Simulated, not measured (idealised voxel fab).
Title: Process Module voxel self aligned contacts
Square cells of 5 nm make up the cross-section cut, whose width is 245 nm.
Throughout this document, each cross-section is represented as a grid of square cells and is presented as a sequence of bands enumerated from the top downward, where a band comprises one or more rows of cells. Band: top and bottom heights (nm) first, top before bottom; then materials from left to right, widths in nm. "full width" marks a sole material filling the band edge to edge. "empty" denotes empty space. Convention: height 0 is the level below which the wafer, as received, is all one material. The lowest band does not terminate at the bottom but continues downward, represented as "top 0, no bottom". It should be noted that a width expressed as "30->40" varies in equal increments from row to row of cells within the band, taking the value of the first number at the top row and that of the second number at the bottom row. Reading "everything unchanged" for a step: not a cell of the cross-section changed in it. "Sealed internal voids": empty spaces of 8 cells or more with no open way to the top, each given as width x height at distance, distance from the left edge, all in nm. Step line, after settings: the simulator's comment on this step. overlay nm: mask offset rightward from planned place, masked step; negative means leftward offset.

[The planned process steps are enumerated hereunder]
step 1: RECEIVE,material Si
step 2: OXIDIZE,depth nm 5
step 3: DIRECTIONAL_DEP,material polySi,thk nm 30
step 4: DIRECTIONAL_DEP,material SiN,thk nm 25
step 5: DIRECTIONAL_DEP,material aC,thk nm 10
step 6: PATTERN,tone cover,mask id GATE,material resist,width nm 15,pitch nm 65,thk nm 25,overlay nm 0
step 7: DIRECTIONAL_ETCH,etch materials aC,depth nm 10
step 8: STRIP,etch materials resist
step 9: DIRECTIONAL_ETCH,etch materials SiN,depth nm 25
step 10: DIRECTIONAL_ETCH,etch materials polySi,depth nm 30
step 11: STRIP,etch materials aC
step 12: CONFORMAL_DEP,material SiN,thk nm 10
step 13: DIRECTIONAL_ETCH,etch materials SiN,depth nm 10
step 14: FILL_DEP,material SiO2,thk nm 20
step 15: CMP,height nm 65
step 16: PATTERN,tone open,mask id CONTACT,material resist,width nm 50,thk nm 15,overlay nm 0
step 17: DIRECTIONAL_ETCH,etch materials SiO2,depth nm 70
step 18: STRIP,etch materials resist
step 19: CONFORMAL_DEP,material TiN,thk nm 5
step 20: FILL_DEP,material W,thk nm 5
step 21: CMP,height nm 65
step 22: CONFORMAL_DEP,material SiN,thk nm 5
All wafers enter the flow in the same state. The width nm at step 6 differs from wafer to wafer, and the plan gives the value for the first wafer.

[As-received cross-section, first of several wafers, post step 1]
> top 0, no bottom: Si full width
> Sealed internal voids: none

[Gained (+) or lost (-) cells of each material since receipt, then closed voids: one row per wafer, at the end of the module]
width nm 15; -49 Si; +167 SiN; +440 SiO2; +36 TiN; +56 W; +36 polySi; Sealed internal voids: none
width nm 20; -49 Si; +177 SiN; +430 SiO2; +36 TiN; +44 W; +48 polySi; Sealed internal voids: none
width nm 25; -49 Si; +187 SiN; +420 SiO2; +36 TiN; +32 W; +60 polySi; Sealed internal voids: none
width nm 30; -49 Si; +197 SiN; +410 SiO2; +36 TiN; +20 W; +72 polySi; Sealed internal voids: none
width nm 35; -49 Si; +207 SiN; +400 SiO2; +36 TiN; +8 W; +84 polySi; Sealed internal voids: none
width nm 40; -49 Si; +217 SiN; +390 SiO2; +24 TiN; +8 W; +96 polySi; Sealed internal voids: none
